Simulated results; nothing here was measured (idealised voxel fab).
process module | voxel tone inversion
cross-section cut | 290 nm wide | cells 5 nm
A cross-section is a grid of square cells, given in bands from the top down. A band is one or more rows of cells.
Each band's line starts with the height of the band's top and of its bottom, in nm. Then come its materials from left to right, each with its width in nm. One material with "throughout" fills the band from edge to edge. "air" is empty space.
Height 0 is the level under which the wafer as received is all one material. The lowest band goes on downwards, as in "0 down".
A width such as "30 to 40" changes by the same amount from each row of cells to the next, from the band's top row to its bottom row.
"no change" after a step means that no cell of the cross-section changed.
closed voids: empty space of 8 cells or more with no open way to the top, each as width x height at its distance from the left edge, in nm
after a step's settings: what the simulator itself notes on the step
overlay nm, on a step with a mask: how far to the right of its planned place the mask lay; to the left if negative
plan
1 op RECEIVE | material Si
2 op CONFORMAL_DEP | material SiCN | thk nm 10
3 op DIRECTIONAL_DEP | material aC | thk nm 25
4 op PATTERN | tone cover | mask id POSTS | material resist | width nm 20 | pitch nm 35 | thk nm 30 | overlay nm 0
5 op DIRECTIONAL_ETCH | etch materials aC | depth nm 25
6 op STRIP | etch materials resist
7 op FILL_DEP | material SiO2 | thk nm 10
8 op CMP | height nm 35
9 op STRIP | etch materials aC
10 op CONFORMAL_DEP | material TiN | thk nm 5
11 op FILL_DEP | material Cu | thk nm 5
12 op CMP | height nm 35
13 op CONFORMAL_DEP | material SiN | thk nm 5
as received, after step 1
  0 down: Si throughout
  closed voids: none
first wafer at the end, as planned
  40 to 35: SiN throughout
  35 to 15: SiO2 100 | TiN 5 | Cu 10 | TiN 5 | SiO2 15 | TiN 5 | Cu 10 | TiN 5 | SiO2 15 | TiN 5 | Cu 10 | TiN 5 | SiO2 100
  15 to 10: SiO2 100 | TiN 20 | SiO2 15 | TiN 20 | SiO2 15 | TiN 20 | SiO2 100
  10 to 0: SiCN throughout
  0 down: Si throughout
  closed voids: none
second wafer at the end: like start, like plan, one mistake
  40 to 35: SiN throughout
  35 to 15: SiO2 90 | TiN 5 | Cu 10 | TiN 5 | SiO2 15 | TiN 5 | Cu 10 | TiN 5 | SiO2 15 | TiN 5 | Cu 10 | TiN 5 | SiO2 110
  15 to 10: SiO2 90 | TiN 20 | SiO2 15 | TiN 20 | SiO2 15 | TiN 20 | SiO2 110
  10 to 0: SiCN throughout
  0 down: Si throughout
  closed voids: none
what went wrong: step 4 ran as: op PATTERN | tone cover | mask id POSTS | material resist | width nm 20 | pitch nm 35 | thk nm 30 | overlay nm -10
at the end the second wafer has, in cells: as many of each material as the first, in other places
